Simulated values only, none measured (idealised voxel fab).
process module | voxel self aligned vias
cross-section cut | 245 nm wide | cells 5 nm
A cross-section is a grid of square cells, given in bands from the top down. A band is one or more rows of cells.
Each band's line starts with the height of the band's top and of its bottom, in nm. Then come its materials from left to right, each with its width in nm. One material with "throughout" fills the band from edge to edge. "air" is empty space.
Height 0 is the level under which the wafer as received is all one material. The lowest band goes on downwards, as in "0 down".
A width such as "30 to 40" changes by the same amount from each row of cells to the next, from the band's top row to its bottom row.
"no change" after a step means that no cell of the cross-section changed.
closed voids: empty space of 8 cells or more with no open way to the top, each as width x height at its distance from the left edge, in nm
after a step's settings: what the simulator itself notes on the step
overlay nm, on a step with a mask: how far to the right of its planned place the mask lay; to the left if negative
plan
1 op RECEIVE | material Si
2 op CONFORMAL_DEP | material SiO2 | thk nm 10
3 op CONFORMAL_DEP | material SiCN | thk nm 5
4 op DIRECTIONAL_DEP | material lowk | thk nm 25
5 op PATTERN | tone open | mask id LINES | material resist | width nm 30 | pitch nm 65 | thk nm 15 | overlay nm 0
6 op DIRECTIONAL_ETCH | etch materials lowk | depth nm 25
7 op STRIP | etch materials resist
8 op CONFORMAL_DEP | material TiN | thk nm 5
9 op FILL_DEP | material Ru | thk nm 10
10 op CMP | height nm 40
11 op SELECTIVE_ETCH | etch materials W Ru TiN | depth nm 10
12 op FILL_DEP | material SiN | thk nm 5
13 op CMP | height nm 40
14 op DIRECTIONAL_DEP | material lowk | thk nm 15
15 op MASKED_ETCH | tone open | mask id VIAS | width nm 40 | pitch nm 65 | etch materials lowk | depth nm 15 | overlay nm 0
16 op MASKED_ETCH | tone open | mask id VIAS | width nm 40 | pitch nm 65 | etch materials SiN | depth nm 10 | overlay nm 0
17 op CONFORMAL_DEP | material TiN | thk nm 5
18 op FILL_DEP | material Ru | thk nm 10
19 op CMP | height nm 55
20 op CONFORMAL_DEP | material SiN | thk nm 5
as received, after step 1
  0 down: Si throughout
  closed voids: none
first wafer at the end, as planned
  60 to 55: SiN throughout
  55 to 45: lowk 35 | TiN 5 | Ru 30 | TiN 5 | lowk 25 | TiN 5 | Ru 30 | TiN 5 | lowk 25 | TiN 5 | Ru 30 | TiN 5 | lowk 40
  45 to 35: lowk 35 to 40 | TiN 10 to 5 | Ru 20 | TiN 10 to 5 | lowk 25 to 35 | TiN 10 to 5 | Ru 20 | TiN 10 to 5 | lowk 25 to 35 | TiN 10 to 5 | Ru 20 | TiN 10 to 5 | lowk 40 to 45
  35 to 30: lowk 40 | TiN 30 | lowk 35 | TiN 30 | lowk 35 | TiN 30 | lowk 45
  30 to 20: lowk 40 | TiN 5 | Ru 20 | TiN 5 | lowk 35 | TiN 5 | Ru 20 | TiN 5 | lowk 35 | TiN 5 | Ru 20 | TiN 5 | lowk 45
  20 to 15: lowk 40 | TiN 30 | lowk 35 | TiN 30 | lowk 35 | TiN 30 | lowk 45
  15 to 10: SiCN throughout
  10 to 0: SiO2 throughout
  0 down: Si throughout
  closed voids: none
second wafer at the end: like start, like plan, one mistake
  60 to 55: SiN throughout
  55 to 45: lowk 35 | TiN 5 | Ru 30 | TiN 5 | lowk 25 | TiN 5 | Ru 30 | TiN 5 | lowk 25 | TiN 5 | Ru 30 | TiN 5 | lowk 40
  45 to 35: lowk 35 to 45 | TiN 15 to 5 | Ru 15 | TiN 10 to 5 | lowk 25 to 40 | TiN 15 to 5 | Ru 15 | TiN 10 to 5 | lowk 25 to 40 | TiN 15 to 5 | Ru 15 | TiN 10 to 5 | lowk 40 to 45
  35 to 30: lowk 45 | TiN 25 | lowk 40 | TiN 25 | lowk 40 | TiN 25 | lowk 45
  30 to 20: lowk 45 | TiN 5 | Ru 15 | TiN 5 | lowk 40 | TiN 5 | Ru 15 | TiN 5 | lowk 40 | TiN 5 | Ru 15 | TiN 5 | lowk 45
  20 to 15: lowk 45 | TiN 25 | lowk 40 | TiN 25 | lowk 40 | TiN 25 | lowk 45
  15 to 10: SiCN throughout
  10 to 0: SiO2 throughout
  0 down: Si throughout
  closed voids: none
what went wrong: step 5 ran as: op PATTERN | tone open | mask id LINES | material resist | width nm 25 | pitch nm 65 | thk nm 15 | overlay nm 0
at the end the second wafer has, in cells: 12 fewer of Ru | 3 fewer of TiN | 15 more of lowk
